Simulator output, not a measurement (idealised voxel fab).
The following process module bears the name voxel double patterning.
We display cut, a cross-section 165 nm in width whose square cells are each 5 nm.
In what follows, cross-sections appear as grids of square cells, described through bands that run from the top down, where every band is one or more rows of cells. The band entry comprises the height of the band's top followed by the height of its bottom, expressed in nm, and subsequently the band's materials from left to right, each stated together with its width in nm. Where a single material is marked with the word "full width", that material fills the band from edge to edge. The word "blank" represents empty space. Measure heights from 0. That's the level where, below it, the as-received wafer is all one material. The lowest band is bottomless and extends downward; write it as in "0 -> down". With a width like "30->40", each row of cells in the band differs from the next by the same amount, the top row carrying the first number and the bottom row the second. "remains unaltered" -> step changed no cross-section cell. Listed in "Catalogued sealed voids": every empty space of 8 or more cells without an open way to the top. Form: width x height at distance, the distance being from the left edge, all in nm. Past the settings on a step's line: simulator remark, on that step. "overlay nm", when on a step's line for a step with a mask, measures how far to the right of its planned place the mask lay; a negative measure means to the left.
Below is the list of planned process steps
1,RECEIVE with material Si
2,CONFORMAL_DEP with material SiO2, thk nm 5
3,DIRECTIONAL_DEP with material TiN, thk nm 10
4,DIRECTIONAL_DEP with material SiCN, thk nm 5
5,MASKED_ETCH with tone open, mask id FIRST, width nm 15, pitch nm 50, etch materials SiCN, depth nm 5, overlay nm 0
6,MASKED_ETCH with tone open, mask id SECOND, width nm 15, pitch nm 50, etch materials SiCN, depth nm 5, overlay nm 0
7,DIRECTIONAL_ETCH with etch materials TiN, depth nm 10
8,STRIP with etch materials SiCN
First wafer out of two, processed as planned
as received, after step 1
0 -> down | Si full width
Catalogued sealed voids: none
After step 2, in cross-section
5 -> 0 | SiO2 full width
Below 0 it's all the same as before, nothing changed down there.
After step 3, in cross-section
15 -> 5 | TiN full width
Below 5 it's all the same as before, nothing changed down there.
After step 4, in cross-section
20 -> 15 | SiCN full width
Below 15 it's all the same as before, nothing changed down there.
After step 5, in cross-section
20 -> 15 | SiCN=25  blank=15  SiCN=35  blank=15  SiCN=35  blank=15  SiCN=25
Below 15 it's all the same as before, nothing changed down there.
After step 6, in cross-section
20 -> 15 | SiCN=25  blank=15  SiCN=10  blank=15  SiCN=10  blank=15  SiCN=10  blank=15  SiCN=10  blank=15  SiCN=25
Below 15 it's all the same as before, nothing changed down there.
After step 7, in cross-section
20 -> 15 | SiCN=25  blank=15  SiCN=10  blank=15  SiCN=10  blank=15  SiCN=10  blank=15  SiCN=10  blank=15  SiCN=25
15 -> 5 | TiN=25  blank=15  TiN=10  blank=15  TiN=10  blank=15  TiN=10  blank=15  TiN=10  blank=15  TiN=25
Below 5 it's all the same as before, nothing changed down there.
After step 8, in cross-section
15 -> 5 | TiN=25  blank=15  TiN=10  blank=15  TiN=10  blank=15  TiN=10  blank=15  TiN=10  blank=15  TiN=25
Below 5 it's all the same as before, nothing changed down there.
The remaining wafer, second of the two, started like the first and was run to the same plan, except that one mistake was made along the way; the two coincide through step 5, inclusive
Second wafer at the planned finish of step 6, seen in cross-section
20 -> 15 | SiCN=25  blank=15  SiCN=10  blank=20  SiCN=5  blank=15  SiCN=10  blank=20  SiCN=5  blank=15  SiCN=25
Below 15 it's all the same as before, nothing changed down there.
Second wafer at the planned finish of step 7, seen in cross-section
20 -> 15 | SiCN=25  blank=15  SiCN=10  blank=20  SiCN=5  blank=15  SiCN=10  blank=20  SiCN=5  blank=15  SiCN=25
15 -> 5 | TiN=25  blank=15  TiN=10  blank=20  TiN=5  blank=15  TiN=10  blank=20  TiN=5  blank=15  TiN=25
Below 5 it's all the same as before, nothing changed down there.
Second wafer at the planned finish of step 8, seen in cross-section
15 -> 5 | TiN=25  blank=15  TiN=10  blank=20  TiN=5  blank=15  TiN=10  blank=20  TiN=5  blank=15  TiN=25
Below 5 it's all the same as before, nothing changed down there.
Deviation from plan: step 6 did not happen as planned, as run it was MASKED_ETCH with tone open, mask id SECOND, width nm 20, pitch nm 50, etch materials SiCN, depth nm 5, overlay nm 0
Final comparison by cell count, materials where the second wafer has more or fewer than the first: -4 TiN
